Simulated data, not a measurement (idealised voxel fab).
The process module that follows is named voxel transistor to metal.
It is cross-section cut that appears here, measuring 215 nm in width, its square cells being 5 nm in size.
Just so we're on the same page, the cross-sections are grids of square cells, and they're listed out in bands top to bottom, each band one or more rows deep. Heads up on the band format: heights come first, top then bottom, in nm. After that it's the materials left to right, each with its width in nm. A single material flagged "all across" fills the whole band edge to edge, and "blank" means there's empty space there. A quick word on heights: they are counted from 0, and under that level the wafer as it came to us is one material throughout. The lowest band is different from the rest in having no bottom; it simply continues downward, written as in "z 0 and below". Width "30..40": first value at the band's top row of cells, second value at its bottom row, equal change from row to row. Step note "stayed the same" = no cross-section cell changed. Entry "Closed internal cavities". Content: empty spaces with no open connection to the top, size 8 cells or greater. Each: width x height at distance. Distance: from left edge. Unit: nm. It should be noted that, on the line of a given step, the content following the step's settings is a remark produced by the simulator itself with respect to that step. "overlay nm", when on a step's line for a step with a mask, measures how far to the right of its planned place the mask lay; a negative measure means to the left.
Here's what the planned process steps look like:
1 RECEIVE: material Si
2 CONFORMAL_DEP: material SiO2, thk nm 5
3 CONFORMAL_DEP: material SiN, thk nm 15
4 MASKED_ETCH: tone cover, mask id ACTIVE, width nm 100, etch materials SiN, depth nm 15, overlay nm 0
5 MASKED_ETCH: tone cover, mask id ACTIVE, width nm 100, etch materials SiO2, depth nm 5, overlay nm 0
6 MASKED_ETCH: tone cover, mask id ACTIVE, width nm 100, etch materials Si, depth nm 20, overlay nm 0
7 OXIDIZE: depth nm 5
8 FILL_DEP: material SiO2, thk nm 10
9 CMP: height nm 20
10 SELECTIVE_ETCH: etch materials SiO2, depth nm 10
11 STRIP: etch materials SiN
12 SELECTIVE_ETCH: etch materials SiO2, depth nm 5
13 OXIDIZE: depth nm 5
14 DIRECTIONAL_DEP: material polySi, thk nm 30
15 DIRECTIONAL_DEP: material SiCN, thk nm 15
16 DIRECTIONAL_DEP: material aC, thk nm 10
17 PATTERN: tone cover, mask id GATE, material resist, width nm 20, thk nm 25, overlay nm 0
18 DIRECTIONAL_ETCH: etch materials aC, depth nm 10
19 STRIP: etch materials resist
20 DIRECTIONAL_ETCH: etch materials SiCN, depth nm 25
21 DIRECTIONAL_ETCH: etch materials polySi, depth nm 40
22 STRIP: etch materials aC
23 CONFORMAL_DEP: material SiO2, thk nm 5
24 DIRECTIONAL_ETCH: etch materials SiO2, depth nm 5
25 CONFORMAL_DEP: material SiN, thk nm 10
26 DIRECTIONAL_ETCH: etch materials SiN, depth nm 10
27 DIRECTIONAL_ETCH: etch materials SiO2, depth nm 5
28 EPI: material SiGe, thk nm 5
29 FILL_DEP: material SiO2, thk nm 10
30 CMP: height nm 45
31 DIRECTIONAL_DEP: material SiO2, thk nm 15
32 DIRECTIONAL_DEP: material aC, thk nm 10
33 PATTERN: tone open, mask id CONTACT, material resist, width nm 30, pitch nm 60, thk nm 30, overlay nm 0
34 DIRECTIONAL_ETCH: etch materials aC, depth nm 10
35 STRIP: etch materials resist
36 DIRECTIONAL_ETCH: etch materials SiO2, depth nm 60
37 STRIP: etch materials aC
38 CONFORMAL_DEP: material TiN, thk nm 5
39 FILL_DEP: material Ru, thk nm 5
40 CMP: height nm 60
41 DIRECTIONAL_DEP: material TiN, thk nm 5
42 DIRECTIONAL_DEP: material Ru, thk nm 15
43 MASKED_ETCH: tone cover, mask id METAL_1, width nm 20, pitch nm 70, etch materials Ru, depth nm 15, overlay nm 0
44 MASKED_ETCH: tone cover, mask id METAL_1, width nm 20, pitch nm 70, etch materials TiN, depth nm 5, overlay nm 0
45 CONFORMAL_DEP: material SiN, thk nm 5
46 FILL_DEP: material lowk, thk nm 5
47 CMP: height nm 80
48 CONFORMAL_DEP: material SiCN, thk nm 5
49 DIRECTIONAL_DEP: material SiO2, thk nm 25
50 MASKED_ETCH: tone open, mask id METAL_2, width nm 20, pitch nm 70, etch materials SiO2, depth nm 15, overlay nm 0
51 MASKED_ETCH: tone open, mask id METAL_2_HOLES, width nm 15, pitch nm 70, etch materials SiO2, depth nm 10, overlay nm 0
52 MASKED_ETCH: tone open, mask id METAL_2_HOLES, width nm 15, pitch nm 70, etch materials SiCN, depth nm 5, overlay nm 0
53 CONFORMAL_DEP: material TiN, thk nm 5
54 FILL_DEP: material Cu, thk nm 5
55 CMP: height nm 110
56 CONFORMAL_DEP: material SiCN, thk nm 5
Wafer cross-section on receipt, i.e. after step 1:
z 0 and below | Si all across
Closed internal cavities: none
Cross-sectional view of the first of the two wafers upon completion of the module, processed in accordance with the plan:
z 115 to 110 | SiCN all across
z 110 to 100 | SiO2 (60)  TiN (5)  Cu (10)  TiN (5)  SiO2 (50)  TiN (5)  Cu (10)  TiN (5)  SiO2 (65)
z 100 to 95 | SiO2 (60)  TiN (5)  Cu (5)  TiN (10)  SiO2 (50)  TiN (5)  Cu (5)  TiN (10)  SiO2 (65)
z 95 to 85 | SiO2 (60)  TiN (5)  Cu (5)  TiN (5)  SiO2 (55)  TiN (5)  Cu (5)  TiN (5)  SiO2 (70)
z 85 to 80 | SiCN (60)  TiN (15)  SiCN (55)  TiN (15)  SiCN (70)
z 80 to 65 | lowk (55)  SiN (5)  Ru (20)  SiN (5)  lowk (40)  SiN (5)  Ru (20)  SiN (5)  lowk (60)
z 65 to 60 | SiN (60)  TiN (20)  SiN (50)  TiN (20)  SiN (65)
z 60 to 50 | SiO2 (60)  TiN (5)  Ru (20)  TiN (5)  SiO2 (30)  TiN (5)  Ru (20)  TiN (5)  SiO2 (65)
z 50 to 45 | SiO2 (60)  TiN (5)  Ru (10)  TiN (15)  SiO2 (30)  TiN (15)  Ru (10)  TiN (5)  SiO2 (65)
z 45 to 30 | SiO2 (60)  TiN (5)  Ru (10)  TiN (5)  SiN (10)  SiO2 (5)  SiCN (20)  SiO2 (5)  SiN (10)  TiN (5)  Ru (10)  TiN (5)  SiO2 (65)
z 30 to 10 | SiO2 (60)  TiN (5)  Ru (10)  TiN (5)  SiN (10)  SiO2 (5)  polySi (20)  SiO2 (5)  SiN (10)  TiN (5)  Ru (10)  TiN (5)  SiO2 (65)
z 10 to 5 | SiO2 (60)  TiN (10)  Ru (5)  TiN (5)  SiN (10)  SiO2 (5)  polySi (20)  SiO2 (5)  SiN (10)  TiN (5)  Ru (5)  TiN (10)  SiO2 (65)
z 5 to 0 | SiO2 (55)  SiN (10)  TiN (15)  SiN (10)  SiO2 (5)  polySi (20)  SiO2 (5)  SiN (10)  TiN (15)  SiN (10)  SiO2 (60)
z 0 to -5 | SiO2 (65)  SiGe (15)  SiO2 (50)  SiGe (15)  SiO2 (70)
z -5 to -25 | SiO2 (60)  Si (90)  SiO2 (65)
z -25 and below | Si all across
Closed internal cavities: none
Cross-sectional view: second of two wafers, end of module; start and plan identical to the first, one mistake in running:
z 115 to 110 | SiCN all across
z 110 to 100 | SiO2 (60)  TiN (5)  Cu (10)  TiN (5)  SiO2 (50)  TiN (5)  Cu (10)  TiN (5)  SiO2 (65)
z 100 to 95 | SiO2 (60)  TiN (5)  Cu (5)  TiN (10)  SiO2 (50)  TiN (5)  Cu (5)  TiN (10)  SiO2 (65)
z 95 to 85 | SiO2 (60)  TiN (5)  Cu (5)  TiN (5)  SiO2 (55)  TiN (5)  Cu (5)  TiN (5)  SiO2 (70)
z 85 to 80 | SiCN (60)  TiN (15)  SiCN (55)  TiN (15)  SiCN (70)
z 80 to 65 | lowk (55)  SiN (5)  Ru (20)  SiN (5)  lowk (40)  SiN (5)  Ru (20)  SiN (5)  lowk (60)
z 65 to 60 | SiN (60)  TiN (20)  SiN (50)  TiN (20)  SiN (65)
z 60 to 45 | SiO2 (60)  TiN (5)  Ru (20)  TiN (5)  SiO2 (30)  TiN (5)  Ru (20)  TiN (5)  SiO2 (65)
z 45 to 30 | SiO2 (60)  TiN (5)  Ru (20)  TiN (5)  SiO2 (5)  SiCN (20)  SiO2 (5)  TiN (5)  Ru (20)  TiN (5)  SiO2 (65)
z 30 to 5 | SiO2 (60)  TiN (5)  Ru (20)  TiN (5)  SiO2 (5)  polySi (20)  SiO2 (5)  TiN (5)  Ru (20)  TiN (5)  SiO2 (65)
z 5 to 0 | SiO2 (60)  TiN (30)  SiO2 (5)  polySi (20)  SiO2 (5)  TiN (30)  SiO2 (65)
z 0 to -5 | SiO2 (55)  SiGe (35)  SiO2 (30)  SiGe (35)  SiO2 (60)
z -5 to -25 | SiO2 (60)  Si (90)  SiO2 (65)
z -25 and below | Si all across
Closed internal cavities: none
The plan and the run diverged here: heads up, step 25 of the plan was skipped and never actually ran
At the finish, the second wafer shows more or fewer cells for some materials than the first does: 38 more of Ru; 8 more of SiGe; 40 fewer of SiN; 6 fewer of SiO2
